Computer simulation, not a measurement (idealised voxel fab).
process module | voxel transistor to metal
Section cut is 195 nm wide and gridded with 5 nm square cells.
Heads up, the way a cross-section reads in here is a grid of square cells, handed over as bands from the top down, with every band being one or more rows of cells.
What a band's entry tells you: where the top is and where the bottom is, as heights in nm, and after that what lies inside, material by material from left to right, each with its width in nm. Empty space is written as the word "empty", and a single material marked with the word "throughout" occupies the band from edge to edge.
The level at which height equals 0 is the one under which the wafer, as it arrives, is entirely one material. No lower edge exists for the bottom band, which continues downward and is notated as in "top 0, no bottom".
Read "30..40" as a graded width: first number on top, second number at the bottom, same change between each pair of neighbouring rows.
Key: "identical to before" - step with no changed cell in the cross-section.
Empty spaces counting at least 8 cells and having no open way to the top are listed in "Cavities, sealed". The notation width x height at distance is used for each, the distance being from the left edge and all three values in nm.
Anything after a step's settings on that line? It's the simulator's own note about the step.
overlay nm: how far to the right of its planned place the mask lay on this masked step (negative: to the left).

## plan
step 1: RECEIVE [material Si]
step 2: OXIDIZE [depth nm 5]
step 3: CONFORMAL_DEP [material SiN] [thk nm 10]
step 4: DIRECTIONAL_DEP [material aC] [thk nm 10]
step 5: PATTERN [tone cover] [mask id ACTIVE] [material resist] [width nm 115] [thk nm 30] [overlay nm 0]
step 6: DIRECTIONAL_ETCH [etch materials aC] [depth nm 10]
step 7: STRIP [etch materials resist]
step 8: DIRECTIONAL_ETCH [etch materials SiN] [depth nm 10]
step 9: DIRECTIONAL_ETCH [etch materials SiO2] [depth nm 5]
step 10: DIRECTIONAL_ETCH [etch materials Si] [depth nm 20]
step 11: STRIP [etch materials aC]
step 12: OXIDIZE [depth nm 5]
step 13: FILL_DEP [material SiO2] [thk nm 5]
step 14: CMP [height nm 10]
step 15: SELECTIVE_ETCH [etch materials SiO2] [depth nm 10]
step 16: STRIP [etch materials SiN]
step 17: SELECTIVE_ETCH [etch materials SiO2] [depth nm 5]
step 18: OXIDIZE [depth nm 5]
step 19: DIRECTIONAL_DEP [material polySi] [thk nm 30]
step 20: DIRECTIONAL_DEP [material SiCN] [thk nm 15]
step 21: PATTERN [tone cover] [mask id GATE] [material resist] [width nm 25] [thk nm 20] [overlay nm 0]
step 22: DIRECTIONAL_ETCH [etch materials SiCN] [depth nm 25]
step 23: DIRECTIONAL_ETCH [etch materials polySi] [depth nm 40]
step 24: STRIP [etch materials resist]
step 25: CONFORMAL_DEP [material SiO2] [thk nm 5]
step 26: DIRECTIONAL_ETCH [etch materials SiO2] [depth nm 5]
step 27: CONFORMAL_DEP [material SiN] [thk nm 5]
step 28: DIRECTIONAL_ETCH [etch materials SiN] [depth nm 5]
step 29: DIRECTIONAL_ETCH [etch materials SiO2] [depth nm 5]
step 30: DIRECTIONAL_ETCH [etch materials Si] [depth nm 10]
step 31: EPI [material nSi] [thk nm 5]
step 32: FILL_DEP [material SiO2] [thk nm 10]
step 33: CMP [height nm 25]
step 34: STRIP [etch materials polySi]
step 35: SELECTIVE_ETCH [etch materials SiO2] [depth nm 5]
step 36: CONFORMAL_DEP [material HfO2] [thk nm 5]
step 37: CONFORMAL_DEP [material TiN] [thk nm 5]
step 38: FILL_DEP [material W] [thk nm 10]
step 39: CMP [height nm 20]
step 40: DIRECTIONAL_DEP [material SiO2] [thk nm 10]
step 41: MASKED_ETCH [tone open] [mask id CONTACT] [width nm 20] [pitch nm 85] [etch materials SiO2] [depth nm 40] [overlay nm 0]
step 42: CONFORMAL_DEP [material TiN] [thk nm 5]
step 43: FILL_DEP [material W] [thk nm 5]
step 44: CMP [height nm 30]
step 45: CONFORMAL_DEP [material SiN] [thk nm 5]
step 46: DIRECTIONAL_DEP [material SiO2] [thk nm 20]
step 47: MASKED_ETCH [tone open] [mask id METAL_1] [width nm 20] [pitch nm 85] [etch materials SiO2] [depth nm 20] [overlay nm 0]
step 48: MASKED_ETCH [tone open] [mask id METAL_1] [width nm 20] [pitch nm 85] [etch materials SiN] [depth nm 5] [overlay nm 0]
step 49: CONFORMAL_DEP [material TiN] [thk nm 5]
step 50: FILL_DEP [material W] [thk nm 10]
step 51: CMP [height nm 55]
step 52: EPI [material Ru] [thk nm 5]
step 53: FILL_DEP [material SiCN] [thk nm 5]
step 54: DIRECTIONAL_DEP [material lowk] [thk nm 30]
step 55: DIRECTIONAL_DEP [material aC] [thk nm 15]
step 56: PATTERN [tone open] [mask id METAL_2_HOLES] [material resist] [width nm 15] [pitch nm 85] [thk nm 30] [overlay nm 0]
step 57: DIRECTIONAL_ETCH [etch materials aC] [depth nm 15]
step 58: STRIP [etch materials resist]
step 59: DIRECTIONAL_ETCH [etch materials lowk] [depth nm 30]
step 60: STRIP [etch materials aC]
step 61: MASKED_ETCH [tone open] [mask id METAL_2] [width nm 20] [pitch nm 85] [etch materials lowk] [depth nm 20] [overlay nm 0]
step 62: MASKED_ETCH [tone open] [mask id METAL_2] [width nm 20] [pitch nm 85] [etch materials SiCN] [depth nm 5] [overlay nm 0]
step 63: CONFORMAL_DEP [material TiN] [thk nm 5]
step 64: FILL_DEP [material Cu] [thk nm 10]
step 65: CMP [height nm 95]
step 66: CONFORMAL_DEP [material SiN] [thk nm 5]
Wafer-to-wafer difference: thk nm, step 31. Common start. Plan = first wafer's value.

## So this is the first of several wafers, cross-sectioned as it came to us, meaning it's at the end of step 1
top 0, no bottom | Si throughout
Cavities, sealed: none

## End-of-module cross-section, first of several wafers, after last step 66
top 100, bottom 95 | SiN throughout
top 95, bottom 80 | lowk 45 nm, TiN 5 nm, Cu 10 nm, TiN 5 nm, lowk 65 nm, TiN 5 nm, Cu 10 nm, TiN 5 nm, lowk 45 nm
top 80, bottom 75 | lowk 45 nm, TiN 5 nm, Cu 5 nm, TiN 10 nm, lowk 65 nm, TiN 5 nm, Cu 5 nm, TiN 10 nm, lowk 45 nm
top 75, bottom 65 | lowk 45 nm, TiN 5 nm, Cu 5 nm, TiN 5 nm, lowk 70 nm, TiN 5 nm, Cu 5 nm, TiN 5 nm, lowk 50 nm
top 65, bottom 60 | SiCN 45 nm, TiN 15 nm, SiCN 70 nm, TiN 15 nm, SiCN 50 nm
top 60, bottom 55 | SiCN 40 nm, Ru 30 nm, SiCN 55 nm, Ru 30 nm, SiCN 40 nm
top 55, bottom 35 | SiO2 45 nm, TiN 5 nm, W 10 nm, TiN 5 nm, SiO2 65 nm, TiN 5 nm, W 10 nm, TiN 5 nm, SiO2 45 nm
top 35, bottom 30 | SiN 45 nm, TiN 20 nm, SiN 65 nm, TiN 20 nm, SiN 45 nm
top 30, bottom 20 | SiO2 45 nm, TiN 5 nm, W 10 nm, TiN 5 nm, SiO2 65 nm, TiN 5 nm, W 10 nm, TiN 5 nm, SiO2 45 nm
top 20, bottom 0 | SiO2 45 nm, TiN 5 nm, W 10 nm, TiN 5 nm, SiO2 10 nm, SiN 5 nm, HfO2 5 nm, TiN 5 nm, W 15 nm, TiN 5 nm, HfO2 5 nm, SiN 5 nm, SiO2 10 nm, TiN 5 nm, W 10 nm, TiN 5 nm, SiO2 45 nm
top 0, bottom -5 | SiO2 45 nm, TiN 5 nm, W 10 nm, TiN 5 nm, SiO2 10 nm, SiN 5 nm, HfO2 5 nm, TiN 25 nm, HfO2 5 nm, SiN 5 nm, SiO2 10 nm, TiN 5 nm, W 10 nm, TiN 5 nm, SiO2 45 nm
top -5, bottom -10 | SiO2 45 nm, TiN 20 nm, SiO2 5 nm, nSi 5 nm, SiO2 5 nm, HfO2 35 nm, SiO2 5 nm, nSi 5 nm, SiO2 5 nm, TiN 20 nm, SiO2 45 nm
top -10, bottom -20 | SiO2 70..45 nm, nSi 5..30 nm, Si 45 nm, nSi 5..30 nm, SiO2 70..45 nm
top -20, bottom -30 | SiO2 45 nm, Si 105 nm, SiO2 45 nm
top -30, no bottom | Si throughout
Cavities, sealed: none

## Cross-sectional view of the final wafer of several at the module's end
top 100, bottom 95 | SiN throughout
top 95, bottom 80 | lowk 45 nm, TiN 5 nm, Cu 10 nm, TiN 5 nm, lowk 65 nm, TiN 5 nm, Cu 10 nm, TiN 5 nm, lowk 45 nm
top 80, bottom 75 | lowk 45 nm, TiN 5 nm, Cu 5 nm, TiN 10 nm, lowk 65 nm, TiN 5 nm, Cu 5 nm, TiN 10 nm, lowk 45 nm
top 75, bottom 65 | lowk 45 nm, TiN 5 nm, Cu 5 nm, TiN 5 nm, lowk 70 nm, TiN 5 nm, Cu 5 nm, TiN 5 nm, lowk 50 nm
top 65, bottom 60 | SiCN 45 nm, TiN 15 nm, SiCN 70 nm, TiN 15 nm, SiCN 50 nm
top 60, bottom 55 | SiCN 40 nm, Ru 30 nm, SiCN 55 nm, Ru 30 nm, SiCN 40 nm
top 55, bottom 35 | SiO2 45 nm, TiN 5 nm, W 10 nm, TiN 5 nm, SiO2 65 nm, TiN 5 nm, W 10 nm, TiN 5 nm, SiO2 45 nm
top 35, bottom 30 | SiN 45 nm, TiN 20 nm, SiN 65 nm, TiN 20 nm, SiN 45 nm
top 30, bottom 20 | SiO2 45 nm, TiN 5 nm, W 10 nm, TiN 5 nm, SiO2 65 nm, TiN 5 nm, W 10 nm, TiN 5 nm, SiO2 45 nm
top 20, bottom 15 | SiO2 45 nm, TiN 20 nm, SiO2 10 nm, SiN 5 nm, HfO2 5 nm, TiN 5 nm, W 15 nm, TiN 5 nm, HfO2 5 nm, SiN 5 nm, SiO2 10 nm, TiN 20 nm, SiO2 45 nm
top 15, bottom 5 | SiO2 45 nm, TiN 5 nm, nSi 25 nm, SiN 5 nm, HfO2 5 nm, TiN 5 nm, W 15 nm, TiN 5 nm, HfO2 5 nm, SiN 5 nm, nSi 25 nm, TiN 5 nm, SiO2 45 nm
top 5, bottom 0 | SiO2 30 nm, nSi 45 nm, SiN 5 nm, HfO2 5 nm, TiN 5 nm, W 15 nm, TiN 5 nm, HfO2 5 nm, SiN 5 nm, nSi 45 nm, SiO2 30 nm
top 0, bottom -5 | SiO2 30 nm, nSi 45 nm, SiN 5 nm, HfO2 5 nm, TiN 25 nm, HfO2 5 nm, SiN 5 nm, nSi 45 nm, SiO2 30 nm
top -5, bottom -10 | SiO2 30 nm, nSi 45 nm, SiO2 5 nm, HfO2 35 nm, SiO2 5 nm, nSi 45 nm, SiO2 30 nm
top -10, bottom -20 | SiO2 45 nm, nSi 30 nm, Si 45 nm, nSi 30 nm, SiO2 45 nm
top -20, bottom -30 | SiO2 45 nm, Si 105 nm, SiO2 45 nm
top -30, no bottom | Si throughout
Cavities, sealed: none

## wafer rows; end of module; cells per material since receipt: (+) gained, (-) lost; then closed voids
thk nm 5 | +18 Cu | +17 HfO2 | +12 Ru | -174 Si | +60 SiCN | +80 SiN | +400 SiO2 | +105 TiN | +56 W | +190 lowk | +16 nSi | Cavities, sealed: none
thk nm 10 | +18 Cu | +17 HfO2 | +12 Ru | -174 Si | +60 SiCN | +80 SiN | +384 SiO2 | +105 TiN | +56 W | +190 lowk | +32 nSi | Cavities, sealed: none
thk nm 15 | +18 Cu | +17 HfO2 | +12 Ru | -174 Si | +60 SiCN | +80 SiN | +378 SiO2 | +101 TiN | +48 W | +190 lowk | +50 nSi | Cavities, sealed: none
thk nm 20 | +18 Cu | +17 HfO2 | +12 Ru | -174 Si | +60 SiCN | +80 SiN | +368 SiO2 | +97 TiN | +40 W | +190 lowk | +72 nSi | Cavities, sealed: none
thk nm 25 | +18 Cu | +17 HfO2 | +12 Ru | -174 Si | +60 SiCN | +80 SiN | +354 SiO2 | +89 TiN | +36 W | +190 lowk | +98 nSi | Cavities, sealed: none
